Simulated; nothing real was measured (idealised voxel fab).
The process module presented herein is designated voxel self aligned vias.
The cross-section shown here is cut; it is 285 nm wide and divided into square cells measuring 5 nm on a side.
We lay out every cross-section as a grid of square cells and spell it out in bands from the top down, where one band means one or more rows of cells.
Top, bottom (nm), then materials left to right with widths (nm); lone material tagged "edge to edge" fills the whole band edge to edge; "empty" = empty space.
Beneath 0, the wafer as received is one material, and that level is where height counting begins. The lowest band goes on downward without a bottom; it is written like "from 0 down".
Width spec "30..40" -> top row of cells at first value, bottom row at second value, equal per-row change in between.
You'll sometimes find "same as before" written for a step, and that's the way of saying that nowhere in the cross-section did a cell change during that step.
Voids not open to the top, 8 cells minimum: see "Enclosed internal voids". Written width x height at distance; distance is from the left edge; nm.
Whatever follows a step's settings on its line is a remark the simulator itself makes about that step.
Steps that use a mask can have "overlay nm" on their line. It says how far the mask sat to the right of where it was meant to be. Negative means to the left.
Pairs, read this way: before one process step on the one hand, after it on the other, the after cross-section ending at the lowest band that changed; the step between, settings included, beneath. Same starting wafer throughout, but possibly different runs of this module, so no pair continues from the pair above unless its entry headed "Pre-processing view" says so.

Pre-processing view
- from 0 down | Si edge to edge
- Enclosed internal voids: none

Resulting Cross-Section
- from 15 to 0 | SiO2 edge to edge
- Beneath the level 0, the cross-section is identical to its previous state.
- Enclosed internal voids: none
Connecting step for the cross-sections above: CONFORMAL_DEP, material SiO2, thk nm 15

Pre-processing view: the cross-section after the pair above

Resulting Cross-Section
- from 20 to 15 | SiCN edge to edge
- Beneath the level 15, the cross-section is identical to its previous state.
- Enclosed internal voids: none
Connecting step for the cross-sections above: CONFORMAL_DEP, material SiCN, thk nm 5

Pre-processing view: the cross-section after the pair above

Resulting Cross-Section
- from 45 to 20 | SiO2 edge to edge
- Beneath the level 20, the cross-section is identical to its previous state.
- Enclosed internal voids: none
Connecting step for the cross-sections above: DIRECTIONAL_DEP, material SiO2, thk nm 25

Pre-processing view: the cross-section after the pair above

Resulting Cross-Section
- from 60 to 45 | aC edge to edge
- Beneath the level 45, the cross-section is identical to its previous state.
- Enclosed internal voids: none
Connecting step for the cross-sections above: DIRECTIONAL_DEP, material aC, thk nm 15

Pre-processing view: the cross-section after the pair above

Resulting Cross-Section
- from 95 to 60 | resist: 100 | empty: 25 | resist: 35 | empty: 25 | resist: 100
- Beneath the level 60, the cross-section is identical to its previous state.
- Enclosed internal voids: none
Connecting step for the cross-sections above: PATTERN, tone open, mask id LINES, material resist, width nm 25, pitch nm 60, thk nm 35, overlay nm 0

Pre-processing view: the cross-section after the pair above

Resulting Cross-Section
- from 80 to 60 | resist: 100 | empty: 25 | resist: 35 | empty: 25 | resist: 100
- from 60 to 45 | aC: 100 | empty: 25 | aC: 35 | empty: 25 | aC: 100
- Beneath the level 45, the cross-section is identical to its previous state.
- Enclosed internal voids: none
Connecting step for the cross-sections above: DIRECTIONAL_ETCH, etch materials aC, depth nm 15

Pre-processing view: the cross-section after the pair above

Resulting Cross-Section
- from 60 to 45 | aC: 100 | empty: 25 | aC: 35 | empty: 25 | aC: 100
- Beneath the level 45, the cross-section is identical to its previous state.
- Enclosed internal voids: none
Connecting step for the cross-sections above: STRIP, etch materials resist

Pre-processing view: the cross-section after the pair above

Resulting Cross-Section
- from 60 to 45 | aC: 100 | empty: 25 | aC: 35 | empty: 25 | aC: 100
- from 45 to 20 | SiO2: 100 | empty: 25 | SiO2: 35 | empty: 25 | SiO2: 100
- Beneath the level 20, the cross-section is identical to its previous state.
- Enclosed internal voids: none
Connecting step for the cross-sections above: DIRECTIONAL_ETCH, etch materials SiO2, depth nm 25

Pre-processing view: the cross-section after the pair above

Resulting Cross-Section
- from 45 to 20 | SiO2: 100 | empty: 25 | SiO2: 35 | empty: 25 | SiO2: 100
- Beneath the level 20, the cross-section is identical to its previous state.
- Enclosed internal voids: none
Connecting step for the cross-sections above: STRIP, etch materials aC

Pre-processing view: the cross-section after the pair above

Resulting Cross-Section
- from 50 to 45 | TiN: 105 | empty: 15 | TiN: 45 | empty: 15 | TiN: 105
- from 45 to 25 | SiO2: 100 | TiN: 5 | empty: 15 | TiN: 5 | SiO2: 35 | TiN: 5 | empty: 15 | TiN: 5 | SiO2: 100
- from 25 to 20 | SiO2: 100 | TiN: 25 | SiO2: 35 | TiN: 25 | SiO2: 100
- Beneath the level 20, the cross-section is identical to its previous state.
- Enclosed internal voids: none
Connecting step for the cross-sections above: CONFORMAL_DEP, material TiN, thk nm 5

Pre-processing view: the cross-section after the pair above

Resulting Cross-Section
- from 55 to 50 | W edge to edge
- from 50 to 45 | TiN: 105 | W: 15 | TiN: 45 | W: 15 | TiN: 105
- from 45 to 25 | SiO2: 100 | TiN: 5 | W: 15 | TiN: 5 | SiO2: 35 | TiN: 5 | W: 15 | TiN: 5 | SiO2: 100
- Beneath the level 25, the cross-section is identical to its previous state.
- Enclosed internal voids: none
Connecting step for the cross-sections above: FILL_DEP, material W, thk nm 5

Pre-processing view: the cross-section after the pair above

Resulting Cross-Section
- from 45 to 25 | SiO2: 100 | TiN: 5 | W: 15 | TiN: 5 | SiO2: 35 | TiN: 5 | W: 15 | TiN: 5 | SiO2: 100
- Beneath the level 25, the cross-section is identical to its previous state.
- Enclosed internal voids: none
Connecting step for the cross-sections above: CMP, height nm 45

Pre-processing view: the cross-section after the pair above

Resulting Cross-Section
- from 45 to 35 | SiO2: 100 | empty: 25 | SiO2: 35 | empty: 25 | SiO2: 100
- Beneath the level 35, the cross-section is identical to its previous state.
- Enclosed internal voids: none
Connecting step for the cross-sections above: SELECTIVE_ETCH, etch materials W Ru TiN, depth nm 10

Pre-processing view: the cross-section after the pair above

Resulting Cross-Section
- from 50 to 45 | SiN edge to edge
- from 45 to 35 | SiO2: 100 | SiN: 25 | SiO2: 35 | SiN: 25 | SiO2: 100
- Beneath the level 35, the cross-section is identical to its previous state.
- Enclosed internal voids: none
Connecting step for the cross-sections above: FILL_DEP, material SiN, thk nm 5

Pre-processing view: the cross-section after the pair above

Resulting Cross-Section
- from 45 to 35 | SiO2: 100 | SiN: 25 | SiO2: 35 | SiN: 25 | SiO2: 100
- Beneath the level 35, the cross-section is identical to its previous state.
- Enclosed internal voids: none
Connecting step for the cross-sections above: CMP, height nm 45

Pre-processing view: the cross-section after the pair above

Resulting Cross-Section
- from 60 to 45 | SiO2 edge to edge
- Beneath the level 45, the cross-section is identical to its previous state.
- Enclosed internal voids: none
Connecting step for the cross-sections above: DIRECTIONAL_DEP, material SiO2, thk nm 15

Pre-processing view: the cross-section after the pair above

Resulting Cross-Section
- from 60 to 45 | SiO2: 95 | empty: 35 | SiO2: 155
- Beneath the level 45, the cross-section is identical to its previous state.
- Enclosed internal voids: none
Connecting step for the cross-sections above: MASKED_ETCH, tone open, mask id VIAS, width nm 35, etch materials SiO2, depth nm 15, overlay nm 0

Pre-processing view: the cross-section after the pair above

Resulting Cross-Section
- from 60 to 45 | SiO2: 95 | empty: 35 | SiO2: 155
- from 45 to 35 | SiO2: 100 | empty: 25 | SiO2: 35 | SiN: 25 | SiO2: 100
- Beneath the level 35, the cross-section is identical to its previous state.
- Enclosed internal voids: none
Connecting step for the cross-sections above: MASKED_ETCH, tone open, mask id VIAS, width nm 35, etch materials SiN, depth nm 10, overlay nm 0

Pre-processing view: the cross-section after the pair above

Resulting Cross-Section
- from 65 to 60 | TiN: 100 | empty: 25 | TiN: 160
- from 60 to 50 | SiO2: 95 | TiN: 5 | empty: 25 | TiN: 5 | SiO2: 155
- from 50 to 45 | SiO2: 95 | TiN: 10 | empty: 15 | TiN: 10 | SiO2: 155
- from 45 to 40 | SiO2: 100 | TiN: 5 | empty: 15 | TiN: 5 | SiO2: 35 | SiN: 25 | SiO2: 100
- from 40 to 35 | SiO2: 100 | TiN: 25 | SiO2: 35 | SiN: 25 | SiO2: 100
- Beneath the level 35, the cross-section is identical to its previous state.
- Enclosed internal voids: none
Connecting step for the cross-sections above: CONFORMAL_DEP, material TiN, thk nm 5

Pre-processing view: the cross-section after the pair above

Resulting Cross-Section
- from 70 to 65 | Ru edge to edge
- from 65 to 60 | TiN: 100 | Ru: 25 | TiN: 160
- from 60 to 50 | SiO2: 95 | TiN: 5 | Ru: 25 | TiN: 5 | SiO2: 155
- from 50 to 45 | SiO2: 95 | TiN: 10 | Ru: 15 | TiN: 10 | SiO2: 155
- from 45 to 40 | SiO2: 100 | TiN: 5 | Ru: 15 | TiN: 5 | SiO2: 35 | SiN: 25 | SiO2: 100
- Beneath the level 40, the cross-section is identical to its previous state.
- Enclosed internal voids: none
Connecting step for the cross-sections above: FILL_DEP, material Ru, thk nm 5

Pre-processing view: the cross-section after the pair above

Resulting Cross-Section
- from 60 to 50 | SiO2: 95 | TiN: 5 | Ru: 25 | TiN: 5 | SiO2: 155
- Beneath the level 50, the cross-section is identical to its previous state.
- Enclosed internal voids: none
Connecting step for the cross-sections above: CMP, height nm 60

Pre-processing view: the cross-section after the pair above

Resulting Cross-Section
- from 65 to 60 | SiN edge to edge
- Beneath the level 60, the cross-section is identical to its previous state.
- Enclosed internal voids: none
Connecting step for the cross-sections above: CONFORMAL_DEP, material SiN, thk nm 5

Pre-processing view
- from 15 to 0 | SiO2 edge to edge
- from 0 down | Si edge to edge
- Enclosed internal voids: none

Resulting Cross-Section
- from 40 to 0 | SiO2 edge to edge
- Beneath the level 0, the cross-section is identical to its previous state.
- Enclosed internal voids: none
Connecting step for the cross-sections above: DIRECTIONAL_DEP, material SiO2, thk nm 25

Pre-processing view: the cross-section after the pair above

Resulting Cross-Section
- from 55 to 40 | aC edge to edge
- Beneath the level 40, the cross-section is identical to its previous state.
- Enclosed internal voids: none
Connecting step for the cross-sections above: DIRECTIONAL_DEP, material aC, thk nm 15

Pre-processing view: the cross-section after the pair above

Resulting Cross-Section
- from 90 to 55 | resist: 100 | empty: 25 | resist: 35 | empty: 25 | resist: 100
- Beneath the level 55, the cross-section is identical to its previous state.
- Enclosed internal voids: none
Connecting step for the cross-sections above: PATTERN, tone open, mask id LINES, material resist, width nm 25, pitch nm 60, thk nm 35, overlay nm 0

Pre-processing view: the cross-section after the pair above

Resulting Cross-Section
- from 75 to 55 | resist: 100 | empty: 25 | resist: 35 | empty: 25 | resist: 100
- from 55 to 40 | aC: 100 | empty: 25 | aC: 35 | empty: 25 | aC: 100
- Beneath the level 40, the cross-section is identical to its previous state.
- Enclosed internal voids: none
Connecting step for the cross-sections above: DIRECTIONAL_ETCH, etch materials aC, depth nm 15

Pre-processing view: the cross-section after the pair above

Resulting Cross-Section
- from 55 to 40 | aC: 100 | empty: 25 | aC: 35 | empty: 25 | aC: 100
- Beneath the level 40, the cross-section is identical to its previous state.
- Enclosed internal voids: none
Connecting step for the cross-sections above: STRIP, etch materials resist

Pre-processing view: the cross-section after the pair above

Resulting Cross-Section
- from 55 to 40 | aC: 100 | empty: 25 | aC: 35 | empty: 25 | aC: 100
- from 40 to 15 | SiO2: 100 | empty: 25 | SiO2: 35 | empty: 25 | SiO2: 100
- Beneath the level 15, the cross-section is identical to its previous state.
- Enclosed internal voids: none
Connecting step for the cross-sections above: DIRECTIONAL_ETCH, etch materials SiO2, depth nm 25

Pre-processing view: the cross-section after the pair above

Resulting Cross-Section
- from 40 to 15 | SiO2: 100 | empty: 25 | SiO2: 35 | empty: 25 | SiO2: 100
- Beneath the level 15, the cross-section is identical to its previous state.
- Enclosed internal voids: none
Connecting step for the cross-sections above: STRIP, etch materials aC

Pre-processing view: the cross-section after the pair above

Resulting Cross-Section
- from 45 to 40 | TiN: 105 | empty: 15 | TiN: 45 | empty: 15 | TiN: 105
- from 40 to 20 | SiO2: 100 | TiN: 5 | empty: 15 | TiN: 5 | SiO2: 35 | TiN: 5 | empty: 15 | TiN: 5 | SiO2: 100
- from 20 to 15 | SiO2: 100 | TiN: 25 | SiO2: 35 | TiN: 25 | SiO2: 100
- Beneath the level 15, the cross-section is identical to its previous state.
- Enclosed internal voids: none
Connecting step for the cross-sections above: CONFORMAL_DEP, material TiN, thk nm 5

Pre-processing view: the cross-section after the pair above

Resulting Cross-Section
- from 50 to 45 | W edge to edge
- from 45 to 40 | TiN: 105 | W: 15 | TiN: 45 | W: 15 | TiN: 105
- from 40 to 20 | SiO2: 100 | TiN: 5 | W: 15 | TiN: 5 | SiO2: 35 | TiN: 5 | W: 15 | TiN: 5 | SiO2: 100
- Beneath the level 20, the cross-section is identical to its previous state.
- Enclosed internal voids: none
Connecting step for the cross-sections above: FILL_DEP, material W, thk nm 5

Pre-processing view: the cross-section after the pair above

Resulting Cross-Section
- from 45 to 40 | TiN: 105 | W: 15 | TiN: 45 | W: 15 | TiN: 105
- Beneath the level 40, the cross-section is identical to its previous state.
- Enclosed internal voids: none
Connecting step for the cross-sections above: CMP, height nm 45

Pre-processing view: the cross-section after the pair above

Resulting Cross-Section
- from 40 to 35 | SiO2: 100 | empty: 25 | SiO2: 35 | empty: 25 | SiO2: 100
- Beneath the level 35, the cross-section is identical to its previous state.
- Enclosed internal voids: none
Connecting step for the cross-sections above: SELECTIVE_ETCH, etch materials W Ru TiN, depth nm 10

Pre-processing view: the cross-section after the pair above

Resulting Cross-Section
- from 45 to 40 | SiN edge to edge
- from 40 to 35 | SiO2: 100 | SiN: 25 | SiO2: 35 | SiN: 25 | SiO2: 100
- Beneath the level 35, the cross-section is identical to its previous state.
- Enclosed internal voids: none
Connecting step for the cross-sections above: FILL_DEP, material SiN, thk nm 5

Pre-processing view: the cross-section after the pair above

Resulting Cross-Section
- from 60 to 45 | SiO2 edge to edge
- Beneath the level 45, the cross-section is identical to its previous state.
- Enclosed internal voids: none
Connecting step for the cross-sections above: DIRECTIONAL_DEP, material SiO2, thk nm 15

Pre-processing view: the cross-section after the pair above

Resulting Cross-Section
- from 60 to 45 | SiO2: 95 | empty: 35 | SiO2: 155
- Beneath the level 45, the cross-section is identical to its previous state.
- Enclosed internal voids: none
Connecting step for the cross-sections above: MASKED_ETCH, tone open, mask id VIAS, width nm 35, etch materials SiO2, depth nm 15, overlay nm 0

Pre-processing view: the cross-section after the pair above

Resulting Cross-Section
- from 60 to 45 | SiO2: 95 | empty: 35 | SiO2: 155
- from 45 to 40 | SiN: 95 | empty: 35 | SiN: 155
- from 40 to 35 | SiO2: 100 | empty: 25 | SiO2: 35 | SiN: 25 | SiO2: 100
- Beneath the level 35, the cross-section is identical to its previous state.
- Enclosed internal voids: none
Connecting step for the cross-sections above: MASKED_ETCH, tone open, mask id VIAS, width nm 35, etch materials SiN, depth nm 10, overlay nm 0

Pre-processing view: the cross-section after the pair above

Resulting Cross-Section
- from 65 to 60 | TiN: 100 | empty: 25 | TiN: 160
- from 60 to 45 | SiO2: 95 | TiN: 5 | empty: 25 | TiN: 5 | SiO2: 155
- from 45 to 40 | SiN: 95 | TiN: 10 | empty: 15 | TiN: 10 | SiN: 155
- from 40 to 35 | SiO2: 100 | TiN: 25 | SiO2: 35 | SiN: 25 | SiO2: 100
- Beneath the level 35, the cross-section is identical to its previous state.
- Enclosed internal voids: none
Connecting step for the cross-sections above: CONFORMAL_DEP, material TiN, thk nm 5

Pre-processing view: the cross-section after the pair above

Resulting Cross-Section
- from 70 to 65 | Ru edge to edge
- from 65 to 60 | TiN: 100 | Ru: 25 | TiN: 160
- from 60 to 45 | SiO2: 95 | TiN: 5 | Ru: 25 | TiN: 5 | SiO2: 155
- from 45 to 40 | SiN: 95 | TiN: 10 | Ru: 15 | TiN: 10 | SiN: 155
- Beneath the level 40, the cross-section is identical to its previous state.
- Enclosed internal voids: none
Connecting step for the cross-sections above: FILL_DEP, material Ru, thk nm 5

Pre-processing view: the cross-section after the pair above

Resulting Cross-Section
- from 60 to 45 | SiO2: 95 | TiN: 5 | Ru: 25 | TiN: 5 | SiO2: 155
- Beneath the level 45, the cross-section is identical to its previous state.
- Enclosed internal voids: none
Connecting step for the cross-sections above: CMP, height nm 60

Pre-processing view: the cross-section after the pair above

Resulting Cross-Section
- from 65 to 60 | SiN edge to edge
- Beneath the level 60, the cross-section is identical to its previous state.
- Enclosed internal voids: none
Connecting step for the cross-sections above: CONFORMAL_DEP, material SiN, thk nm 5

Pre-processing view
- from 15 to 0 | SiO2 edge to edge
- from 0 down | Si edge to edge
- Enclosed internal voids: none

Resulting Cross-Section
- from 30 to 0 | SiO2 edge to edge
- Beneath the level 0, the cross-section is identical to its previous state.
- Enclosed internal voids: none
Connecting step for the cross-sections above: CONFORMAL_DEP, material SiO2, thk nm 15

Pre-processing view: the cross-section after the pair above

Resulting Cross-Section
- from 35 to 30 | SiCN edge to edge
- Beneath the level 30, the cross-section is identical to its previous state.
- Enclosed internal voids: none
Connecting step for the cross-sections above: CONFORMAL_DEP, material SiCN, thk nm 5

Pre-processing view: the cross-section after the pair above

Resulting Cross-Section
- from 60 to 35 | SiO2 edge to edge
- Beneath the level 35, the cross-section is identical to its previous state.
- Enclosed internal voids: none
Connecting step for the cross-sections above: DIRECTIONAL_DEP, material SiO2, thk nm 25

Pre-processing view: the cross-section after the pair above

Resulting Cross-Section
- from 75 to 60 | aC edge to edge
- Beneath the level 60, the cross-section is identical to its previous state.
- Enclosed internal voids: none
Connecting step for the cross-sections above: DIRECTIONAL_DEP, material aC, thk nm 15

Pre-processing view: the cross-section after the pair above

Resulting Cross-Section
- from 110 to 75 | resist: 100 | empty: 25 | resist: 35 | empty: 25 | resist: 100
- Beneath the level 75, the cross-section is identical to its previous state.
- Enclosed internal voids: none
Connecting step for the cross-sections above: PATTERN, tone open, mask id LINES, material resist, width nm 25, pitch nm 60, thk nm 35, overlay nm 0

Pre-processing view: the cross-section after the pair above

Resulting Cross-Section
- from 95 to 75 | resist: 100 | empty: 25 | resist: 35 | empty: 25 | resist: 100
- from 75 to 60 | aC: 100 | empty: 25 | aC: 35 | empty: 25 | aC: 100
- Beneath the level 60, the cross-section is identical to its previous state.
- Enclosed internal voids: none
Connecting step for the cross-sections above: DIRECTIONAL_ETCH, etch materials aC, depth nm 15

Pre-processing view: the cross-section after the pair above

Resulting Cross-Section
- from 75 to 60 | aC: 100 | empty: 25 | aC: 35 | empty: 25 | aC: 100
- Beneath the level 60, the cross-section is identical to its previous state.
- Enclosed internal voids: none
Connecting step for the cross-sections above: STRIP, etch materials resist

Pre-processing view: the cross-section after the pair above

Resulting Cross-Section
- from 75 to 60 | aC: 100 | empty: 25 | aC: 35 | empty: 25 | aC: 100
- from 60 to 35 | SiO2: 100 | empty: 25 | SiO2: 35 | empty: 25 | SiO2: 100
- Beneath the level 35, the cross-section is identical to its previous state.
- Enclosed internal voids: none
Connecting step for the cross-sections above: DIRECTIONAL_ETCH, etch materials SiO2, depth nm 25

Pre-processing view: the cross-section after the pair above

Resulting Cross-Section
- from 60 to 35 | SiO2: 100 | empty: 25 | SiO2: 35 | empty: 25 | SiO2: 100
- Beneath the level 35, the cross-section is identical to its previous state.
- Enclosed internal voids: none
Connecting step for the cross-sections above: STRIP, etch materials aC

Pre-processing view: the cross-section after the pair above

Resulting Cross-Section
- from 65 to 60 | TiN: 105 | empty: 15 | TiN: 45 | empty: 15 | TiN: 105
- from 60 to 40 | SiO2: 100 | TiN: 5 | empty: 15 | TiN: 5 | SiO2: 35 | TiN: 5 | empty: 15 | TiN: 5 | SiO2: 100
- from 40 to 35 | SiO2: 100 | TiN: 25 | SiO2: 35 | TiN: 25 | SiO2: 100
- Beneath the level 35, the cross-section is identical to its previous state.
- Enclosed internal voids: none
Connecting step for the cross-sections above: CONFORMAL_DEP, material TiN, thk nm 5

Pre-processing view: the cross-section after the pair above

Resulting Cross-Section
- from 70 to 65 | W edge to edge
- from 65 to 60 | TiN: 105 | W: 15 | TiN: 45 | W: 15 | TiN: 105
- from 60 to 40 | SiO2: 100 | TiN: 5 | W: 15 | TiN: 5 | SiO2: 35 | TiN: 5 | W: 15 | TiN: 5 | SiO2: 100
- Beneath the level 40, the cross-section is identical to its previous state.
- Enclosed internal voids: none
Connecting step for the cross-sections above: FILL_DEP, material W, thk nm 5

Pre-processing view: the cross-section after the pair above

Resulting Cross-Section
- from 45 to 40 | SiO2: 100 | TiN: 5 | W: 15 | TiN: 5 | SiO2: 35 | TiN: 5 | W: 15 | TiN: 5 | SiO2: 100
- Beneath the level 40, the cross-section is identical to its previous state.
- Enclosed internal voids: none
Connecting step for the cross-sections above: CMP, height nm 45

Pre-processing view: the cross-section after the pair above

Resulting Cross-Section
- from 45 to 35 | SiO2: 100 | empty: 25 | SiO2: 35 | empty: 25 | SiO2: 100
- Beneath the level 35, the cross-section is identical to its previous state.
- Enclosed internal voids: none
Connecting step for the cross-sections above: SELECTIVE_ETCH, etch materials W Ru TiN, depth nm 10

Pre-processing view: the cross-section after the pair above

Resulting Cross-Section
- from 50 to 45 | SiN edge to edge
- from 45 to 35 | SiO2: 100 | SiN: 25 | SiO2: 35 | SiN: 25 | SiO2: 100
- Beneath the level 35, the cross-section is identical to its previous state.
- Enclosed internal voids: none
Connecting step for the cross-sections above: FILL_DEP, material SiN, thk nm 5

Pre-processing view: the cross-section after the pair above

Resulting Cross-Section
- from 45 to 35 | SiO2: 100 | SiN: 25 | SiO2: 35 | SiN: 25 | SiO2: 100
- Beneath the level 35, the cross-section is identical to its previous state.
- Enclosed internal voids: none
Connecting step for the cross-sections above: CMP, height nm 45

Pre-processing view: the cross-section after the pair above

Resulting Cross-Section
- from 60 to 45 | SiO2 edge to edge
- Beneath the level 45, the cross-section is identical to its previous state.
- Enclosed internal voids: none
Connecting step for the cross-sections above: DIRECTIONAL_DEP, material SiO2, thk nm 15

Pre-processing view: the cross-section after the pair above

Resulting Cross-Section
- from 60 to 45 | SiO2: 95 | empty: 35 | SiO2: 155
- Beneath the level 45, the cross-section is identical to its previous state.
- Enclosed internal voids: none
Connecting step for the cross-sections above: MASKED_ETCH, tone open, mask id VIAS, width nm 35, etch materials SiO2, depth nm 15, overlay nm 0

Pre-processing view: the cross-section after the pair above

Resulting Cross-Section
- from 60 to 45 | SiO2: 95 | empty: 35 | SiO2: 155
- from 45 to 35 | SiO2: 100 | empty: 25 | SiO2: 35 | SiN: 25 | SiO2: 100
- Beneath the level 35, the cross-section is identical to its previous state.
- Enclosed internal voids: none
Connecting step for the cross-sections above: MASKED_ETCH, tone open, mask id VIAS, width nm 35, etch materials SiN, depth nm 10, overlay nm 0

Pre-processing view: the cross-section after the pair above

Resulting Cross-Section
- from 65 to 60 | TiN: 100 | empty: 25 | TiN: 160
- from 60 to 50 | SiO2: 95 | TiN: 5 | empty: 25 | TiN: 5 | SiO2: 155
- from 50 to 45 | SiO2: 95 | TiN: 10 | empty: 15 | TiN: 10 | SiO2: 155
- from 45 to 40 | SiO2: 100 | TiN: 5 | empty: 15 | TiN: 5 | SiO2: 35 | SiN: 25 | SiO2: 100
- from 40 to 35 | SiO2: 100 | TiN: 25 | SiO2: 35 | SiN: 25 | SiO2: 100
- Beneath the level 35, the cross-section is identical to its previous state.
- Enclosed internal voids: none
Connecting step for the cross-sections above: CONFORMAL_DEP, material TiN, thk nm 5

Pre-processing view: the cross-section after the pair above

Resulting Cross-Section
- from 70 to 65 | Ru edge to edge
- from 65 to 60 | TiN: 100 | Ru: 25 | TiN: 160
- from 60 to 50 | SiO2: 95 | TiN: 5 | Ru: 25 | TiN: 5 | SiO2: 155
- from 50 to 45 | SiO2: 95 | TiN: 10 | Ru: 15 | TiN: 10 | SiO2: 155
- from 45 to 40 | SiO2: 100 | TiN: 5 | Ru: 15 | TiN: 5 | SiO2: 35 | SiN: 25 | SiO2: 100
- Beneath the level 40, the cross-section is identical to its previous state.
- Enclosed internal voids: none
Connecting step for the cross-sections above: FILL_DEP, material Ru, thk nm 5

Pre-processing view: the cross-section after the pair above

Resulting Cross-Section
- from 60 to 50 | SiO2: 95 | TiN: 5 | Ru: 25 | TiN: 5 | SiO2: 155
- Beneath the level 50, the cross-section is identical to its previous state.
- Enclosed internal voids: none
Connecting step for the cross-sections above: CMP, height nm 60

Pre-processing view: the cross-section after the pair above

Resulting Cross-Section
- from 65 to 60 | SiN edge to edge
- Beneath the level 60, the cross-section is identical to its previous state.
- Enclosed internal voids: none
Connecting step for the cross-sections above: CONFORMAL_DEP, material SiN, thk nm 5

Pre-processing view
- from 45 to 35 | SiO2: 100 | SiN: 25 | SiO2: 35 | SiN: 25 | SiO2: 100
- from 35 to 25 | SiO2: 100 | TiN: 5 | W: 15 | TiN: 5 | SiO2: 35 | TiN: 5 | W: 15 | TiN: 5 | SiO2: 100
- from 25 to 20 | SiO2: 100 | TiN: 25 | SiO2: 35 | TiN: 25 | SiO2: 100
- from 20 to 15 | SiCN edge to edge
- from 15 to 0 | SiO2 edge to edge
- from 0 down | Si edge to edge
- Enclosed internal voids: none

Resulting Cross-Section
- from 45 to 35 | SiO2: 95 | empty: 5 | SiN: 25 | empty: 5 | SiO2: 30 | SiN: 25 | SiO2: 100
- from 35 to 30 | SiO2: 95 | empty: 5 | TiN: 5 | W: 15 | TiN: 5 | empty: 5 | SiO2: 30 | TiN: 5 | W: 15 | TiN: 5 | SiO2: 100
- Beneath the level 30, the cross-section is identical to its previous state.
- Enclosed internal voids: none
Connecting step for the cross-sections above: MASKED_ETCH, tone open, mask id VIAS, width nm 35, etch materials SiO2, depth nm 15, overlay nm 0

Pre-processing view: the cross-section after the pair above

Resulting Cross-Section
- from 60 to 45 | SiO2: 95 | empty: 5 | SiO2: 25 | empty: 5 | SiO2: 155
- from 45 to 35 | SiO2: 100 | SiN: 25 | SiO2: 35 | SiN: 25 | SiO2: 100
- from 35 to 25 | SiO2: 100 | TiN: 5 | W: 15 | TiN: 5 | SiO2: 35 | TiN: 5 | W: 15 | TiN: 5 | SiO2: 100
- Beneath the level 25, the cross-section is identical to its previous state.
- Enclosed internal voids: none
Connecting step for the cross-sections above: DIRECTIONAL_DEP, material SiO2, thk nm 15

Pre-processing view: the cross-section after the pair above

Resulting Cross-Section
- from 65 to 60 | TiN edge to edge
- from 60 to 45 | SiO2: 95 | TiN: 5 | SiO2: 25 | TiN: 5 | SiO2: 155
- Beneath the level 45, the cross-section is identical to its previous state.
- Enclosed internal voids: none
Connecting step for the cross-sections above: CONFORMAL_DEP, material TiN, thk nm 5

Pre-processing view: the cross-section after the pair above

Resulting Cross-Section
- from 70 to 65 | Ru edge to edge
- Beneath the level 65, the cross-section is identical to its previous state.
- Enclosed internal voids: none
Connecting step for the cross-sections above: FILL_DEP, material Ru, thk nm 5

Pre-processing view: the cross-section after the pair above

Resulting Cross-Section
- from 60 to 45 | SiO2: 95 | TiN: 5 | SiO2: 25 | TiN: 5 | SiO2: 155
- Beneath the level 45, the cross-section is identical to its previous state.
- Enclosed internal voids: none
Connecting step for the cross-sections above: CMP, height nm 60

Pre-processing view: the cross-section after the pair above

Resulting Cross-Section
- from 65 to 60 | SiN edge to edge
- Beneath the level 60, the cross-section is identical to its previous state.
- Enclosed internal voids: none
Connecting step for the cross-sections above: CONFORMAL_DEP, material SiN, thk nm 5

Pre-processing view
- from 20 to 15 | SiCN edge to edge
- from 15 to 0 | SiO2 edge to edge
- from 0 down | Si edge to edge
- Enclosed internal voids: none

Resulting Cross-Section
- from 40 to 20 | SiO2 edge to edge
- Beneath the level 20, the cross-section is identical to its previous state.
- Enclosed internal voids: none
Connecting step for the cross-sections above: DIRECTIONAL_DEP, material SiO2, thk nm 20

Pre-processing view: the cross-section after the pair above

Resulting Cross-Section
- from 55 to 40 | aC edge to edge
- Beneath the level 40, the cross-section is identical to its previous state.
- Enclosed internal voids: none
Connecting step for the cross-sections above: DIRECTIONAL_DEP, material aC, thk nm 15

Pre-processing view: the cross-section after the pair above

Resulting Cross-Section
- from 90 to 55 | resist: 100 | empty: 25 | resist: 35 | empty: 25 | resist: 100
- Beneath the level 55, the cross-section is identical to its previous state.
- Enclosed internal voids: none
Connecting step for the cross-sections above: PATTERN, tone open, mask id LINES, material resist, width nm 25, pitch nm 60, thk nm 35, overlay nm 0

Pre-processing view: the cross-section after the pair above

Resulting Cross-Section
- from 75 to 55 | resist: 100 | empty: 25 | resist: 35 | empty: 25 | resist: 100
- from 55 to 40 | aC: 100 | empty: 25 | aC: 35 | empty: 25 | aC: 100
- Beneath the level 40, the cross-section is identical to its previous state.
- Enclosed internal voids: none
Connecting step for the cross-sections above: DIRECTIONAL_ETCH, etch materials aC, depth nm 15

Pre-processing view: the cross-section after the pair above

Resulting Cross-Section
- from 55 to 40 | aC: 100 | empty: 25 | aC: 35 | empty: 25 | aC: 100
- Beneath the level 40, the cross-section is identical to its previous state.
- Enclosed internal voids: none
Connecting step for the cross-sections above: STRIP, etch materials resist

Pre-processing view: the cross-section after the pair above

Resulting Cross-Section
- from 55 to 40 | aC: 100 | empty: 25 | aC: 35 | empty: 25 | aC: 100
- from 40 to 20 | SiO2: 100 | empty: 25 | SiO2: 35 | empty: 25 | SiO2: 100
- Beneath the level 20, the cross-section is identical to its previous state.
- Enclosed internal voids: none
Connecting step for the cross-sections above: DIRECTIONAL_ETCH, etch materials SiO2, depth nm 25

Pre-processing view: the cross-section after the pair above

Resulting Cross-Section
- from 40 to 20 | SiO2: 100 | empty: 25 | SiO2: 35 | empty: 25 | SiO2: 100
- Beneath the level 20, the cross-section is identical to its previous state.
- Enclosed internal voids: none
Connecting step for the cross-sections above: STRIP, etch materials aC

Pre-processing view: the cross-section after the pair above

Resulting Cross-Section
- from 45 to 40 | TiN: 105 | empty: 15 | TiN: 45 | empty: 15 | TiN: 105
- from 40 to 25 | SiO2: 100 | TiN: 5 | empty: 15 | TiN: 5 | SiO2: 35 | TiN: 5 | empty: 15 | TiN: 5 | SiO2: 100
- from 25 to 20 | SiO2: 100 | TiN: 25 | SiO2: 35 | TiN: 25 | SiO2: 100
- Beneath the level 20, the cross-section is identical to its previous state.
- Enclosed internal voids: none
Connecting step for the cross-sections above: CONFORMAL_DEP, material TiN, thk nm 5
